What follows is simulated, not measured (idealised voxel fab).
The name of this process module is voxel air gaps.
We display cut, a cross-section 215 nm in width whose square cells are each 5 nm.
When this document writes out a cross-section, it uses a grid of square cells and lists it as bands, beginning at the top and moving down, with a band standing for one or more rows of cells. Look at the band entry: it leads with the top's height and the bottom's height in nm. Then it lists the materials left to right, with a width in nm for each. The word "everywhere" on a single material says that material fills the band edge to edge. The word "air" is empty space. Note: height 0 marks the level under which the wafer is uniformly one material as received. Lowest band unbounded below, written "0 nm and below". Width spec "30 to 40" -> top row of cells at first value, bottom row at second value, equal per-row change in between. No cell of the cross-section changed in a step that is given as "everything unchanged". You'll see "Voids, sealed" listing empty spaces that have no way open to the top, as long as they're 8 cells or more; the notation is width x height at distance, where the distance is from the left edge, and all of it is in nm. That trailing text on a step's line, after the settings, is the simulator's own remark on the step. A step line may carry the setting "overlay nm", which, for steps involving a mask, states the distance by which the mask lay to the right of its intended position; negative values denote displacement to the left.
**This section lists the process steps that were planned**
- 1: RECEIVE | material Si
- 2: CONFORMAL_DEP | material SiO2 | thk nm 10
- 3: CONFORMAL_DEP | material SiCN | thk nm 5
- 4: DIRECTIONAL_DEP | material lowk | thk nm 35
- 5: MASKED_ETCH | tone open | mask id LINES | width nm 20 | pitch nm 50 | etch materials lowk | depth nm 35 | overlay nm 0
- 6: CONFORMAL_DEP | material TiN | thk nm 5
- 7: FILL_DEP | material Ru | thk nm 10
- 8: CMP | height nm 50
- 9: EPI | material Ru | thk nm 10
- 10: SELECTIVE_ETCH | etch materials lowk | depth nm 45
- 11: CONFORMAL_DEP | material SiCN | thk nm 5
**The first of two wafers, run as planned**
**This is the cross-section of the wafer as we received it, i.e. after step 1**
    0 nm and below | Si everywhere
    Voids, sealed: none
**Presented here is a cross-section of the wafer after step 2 has been performed**
    10 nm to 0 nm | SiO2 everywhere
    Below 0, the layers are the same as they were.
**Presented here is a cross-section of the wafer after step 3 has been performed**
    15 nm to 10 nm | SiCN everywhere
    Below 10, the layers are the same as they were.
**Presented here is a cross-section of the wafer after step 4 has been performed**
    50 nm to 15 nm | lowk everywhere
    Below 15, the layers are the same as they were.
**Presented here is a cross-section of the wafer after step 5 has been performed**
    50 nm to 15 nm | 20 lowk | 20 air | 30 lowk | 20 air | 30 lowk | 20 air | 30 lowk | 20 air | 25 lowk
    Below 15, the layers are the same as they were.
**Presented here is a cross-section of the wafer after step 6 has been performed**
    55 nm to 50 nm | 25 TiN | 10 air | 40 TiN | 10 air | 40 TiN | 10 air | 40 TiN | 10 air | 30 TiN
    50 nm to 20 nm | 20 lowk | 5 TiN | 10 air | 5 TiN | 30 lowk | 5 TiN | 10 air | 5 TiN | 30 lowk | 5 TiN | 10 air | 5 TiN | 30 lowk | 5 TiN | 10 air | 5 TiN | 25 lowk
    20 nm to 15 nm | 20 lowk | 20 TiN | 30 lowk | 20 TiN | 30 lowk | 20 TiN | 30 lowk | 20 TiN | 25 lowk
    Below 15, the layers are the same as they were.
**Presented here is a cross-section of the wafer after step 7 has been performed**
    65 nm to 55 nm | Ru everywhere
    55 nm to 50 nm | 25 TiN | 10 Ru | 40 TiN | 10 Ru | 40 TiN | 10 Ru | 40 TiN | 10 Ru | 30 TiN
    50 nm to 20 nm | 20 lowk | 5 TiN | 10 Ru | 5 TiN | 30 lowk | 5 TiN | 10 Ru | 5 TiN | 30 lowk | 5 TiN | 10 Ru | 5 TiN | 30 lowk | 5 TiN | 10 Ru | 5 TiN | 25 lowk
    Below 20, the layers are the same as they were.
**Presented here is a cross-section of the wafer after step 8 has been performed**
    50 nm to 20 nm | 20 lowk | 5 TiN | 10 Ru | 5 TiN | 30 lowk | 5 TiN | 10 Ru | 5 TiN | 30 lowk | 5 TiN | 10 Ru | 5 TiN | 30 lowk | 5 TiN | 10 Ru | 5 TiN | 25 lowk
    Below 20, the layers are the same as they were.
**Presented here is a cross-section of the wafer after step 9 has been performed**
    60 nm to 50 nm | 10 air | 40 Ru | 10 air | 40 Ru | 10 air | 40 Ru | 10 air | 40 Ru | 15 air
    Below 50, the layers are the same as they were.
**Presented here is a cross-section of the wafer after step 10 has been performed**
    60 nm to 50 nm | 10 air | 40 Ru | 10 air | 40 Ru | 10 air | 40 Ru | 10 air | 40 Ru | 15 air
    50 nm to 20 nm | 20 air | 5 TiN | 10 Ru | 5 TiN | 30 air | 5 TiN | 10 Ru | 5 TiN | 30 air | 5 TiN | 10 Ru | 5 TiN | 30 air | 5 TiN | 10 Ru | 5 TiN | 25 air
    20 nm to 15 nm | 20 air | 20 TiN | 30 air | 20 TiN | 30 air | 20 TiN | 30 air | 20 TiN | 25 air
    Below 15, the layers are the same as they were.
**Presented here is a cross-section of the wafer after step 11 has been performed**
    65 nm to 60 nm | 5 air | 200 SiCN | 10 air
    60 nm to 50 nm | 5 air | 5 SiCN | 40 Ru | 10 SiCN | 40 Ru | 10 SiCN | 40 Ru | 10 SiCN | 40 Ru | 5 SiCN | 10 air
    50 nm to 45 nm | 5 air | 15 SiCN | 5 TiN | 10 Ru | 5 TiN | 30 SiCN | 5 TiN | 10 Ru | 5 TiN | 30 SiCN | 5 TiN | 10 Ru | 5 TiN | 30 SiCN | 5 TiN | 10 Ru | 5 TiN | 15 SiCN | 10 air
    45 nm to 20 nm | 15 air | 5 SiCN | 5 TiN | 10 Ru | 5 TiN | 5 SiCN | 20 air | 5 SiCN | 5 TiN | 10 Ru | 5 TiN | 5 SiCN | 20 air | 5 SiCN | 5 TiN | 10 Ru | 5 TiN | 5 SiCN | 20 air | 5 SiCN | 5 TiN | 10 Ru | 5 TiN | 5 SiCN | 20 air
    20 nm to 15 nm | 20 SiCN | 20 TiN | 30 SiCN | 20 TiN | 30 SiCN | 20 TiN | 30 SiCN | 20 TiN | 25 SiCN
    Below 15, the layers are the same as they were.
    Voids, sealed: 20 x 25 at 45; 20 x 25 at 95; 20 x 25 at 145
**Wafer two: like wafer one in start and plan, but with one mistake in execution; identical up to and including step 1**
**Cross-section, second wafer, at the end time the plan gives for step 2**
    5 nm to 0 nm | SiCN everywhere
    Below 0, the layers are the same as they were.
**Cross-section, second wafer, at the end time the plan gives for step 3**
    15 nm to 5 nm | SiO2 everywhere
    Below 5, the layers are the same as they were.
**Cross-section, second wafer, at the end time the plan gives for step 4**
    50 nm to 15 nm | lowk everywhere
    Below 15, the layers are the same as they were.
**Cross-section, second wafer, at the end time the plan gives for step 5**
    50 nm to 15 nm | 20 lowk | 20 air | 30 lowk | 20 air | 30 lowk | 20 air | 30 lowk | 20 air | 25 lowk
    Below 15, the layers are the same as they were.
**Cross-section, second wafer, at the end time the plan gives for step 6**
    55 nm to 50 nm | 25 TiN | 10 air | 40 TiN | 10 air | 40 TiN | 10 air | 40 TiN | 10 air | 30 TiN
    50 nm to 20 nm | 20 lowk | 5 TiN | 10 air | 5 TiN | 30 lowk | 5 TiN | 10 air | 5 TiN | 30 lowk | 5 TiN | 10 air | 5 TiN | 30 lowk | 5 TiN | 10 air | 5 TiN | 25 lowk
    20 nm to 15 nm | 20 lowk | 20 TiN | 30 lowk | 20 TiN | 30 lowk | 20 TiN | 30 lowk | 20 TiN | 25 lowk
    Below 15, the layers are the same as they were.
**Cross-section, second wafer, at the end time the plan gives for step 7**
    65 nm to 55 nm | Ru everywhere
    55 nm to 50 nm | 25 TiN | 10 Ru | 40 TiN | 10 Ru | 40 TiN | 10 Ru | 40 TiN | 10 Ru | 30 TiN
    50 nm to 20 nm | 20 lowk | 5 TiN | 10 Ru | 5 TiN | 30 lowk | 5 TiN | 10 Ru | 5 TiN | 30 lowk | 5 TiN | 10 Ru | 5 TiN | 30 lowk | 5 TiN | 10 Ru | 5 TiN | 25 lowk
    Below 20, the layers are the same as they were.
**Cross-section, second wafer, at the end time the plan gives for step 8**
    50 nm to 20 nm | 20 lowk | 5 TiN | 10 Ru | 5 TiN | 30 lowk | 5 TiN | 10 Ru | 5 TiN | 30 lowk | 5 TiN | 10 Ru | 5 TiN | 30 lowk | 5 TiN | 10 Ru | 5 TiN | 25 lowk
    Below 20, the layers are the same as they were.
**Cross-section, second wafer, at the end time the plan gives for step 9**
    60 nm to 50 nm | 10 air | 40 Ru | 10 air | 40 Ru | 10 air | 40 Ru | 10 air | 40 Ru | 15 air
    Below 50, the layers are the same as they were.
**Cross-section, second wafer, at the end time the plan gives for step 10**
    60 nm to 50 nm | 10 air | 40 Ru | 10 air | 40 Ru | 10 air | 40 Ru | 10 air | 40 Ru | 15 air
    50 nm to 20 nm | 20 air | 5 TiN | 10 Ru | 5 TiN | 30 air | 5 TiN | 10 Ru | 5 TiN | 30 air | 5 TiN | 10 Ru | 5 TiN | 30 air | 5 TiN | 10 Ru | 5 TiN | 25 air
    20 nm to 15 nm | 20 air | 20 TiN | 30 air | 20 TiN | 30 air | 20 TiN | 30 air | 20 TiN | 25 air
    Below 15, the layers are the same as they were.
**Cross-section, second wafer, at the end time the plan gives for step 11**
    65 nm to 60 nm | 5 air | 200 SiCN | 10 air
    60 nm to 50 nm | 5 air | 5 SiCN | 40 Ru | 10 SiCN | 40 Ru | 10 SiCN | 40 Ru | 10 SiCN | 40 Ru | 5 SiCN | 10 air
    50 nm to 45 nm | 5 air | 15 SiCN | 5 TiN | 10 Ru | 5 TiN | 30 SiCN | 5 TiN | 10 Ru | 5 TiN | 30 SiCN | 5 TiN | 10 Ru | 5 TiN | 30 SiCN | 5 TiN | 10 Ru | 5 TiN | 15 SiCN | 10 air
    45 nm to 20 nm | 15 air | 5 SiCN | 5 TiN | 10 Ru | 5 TiN | 5 SiCN | 20 air | 5 SiCN | 5 TiN | 10 Ru | 5 TiN | 5 SiCN | 20 air | 5 SiCN | 5 TiN | 10 Ru | 5 TiN | 5 SiCN | 20 air | 5 SiCN | 5 TiN | 10 Ru | 5 TiN | 5 SiCN | 20 air
    20 nm to 15 nm | 20 SiCN | 20 TiN | 30 SiCN | 20 TiN | 30 SiCN | 20 TiN | 30 SiCN | 20 TiN | 25 SiCN
    Below 15, the layers are the same as they were.
    Voids, sealed: 20 x 25 at 45; 20 x 25 at 95; 20 x 25 at 145
Plan not followed: a sequencing error occurred in which plan steps 2 and 3 were transposed
Heads up: at the end the two wafers have identical cell counts per material, they're just laid out differently.
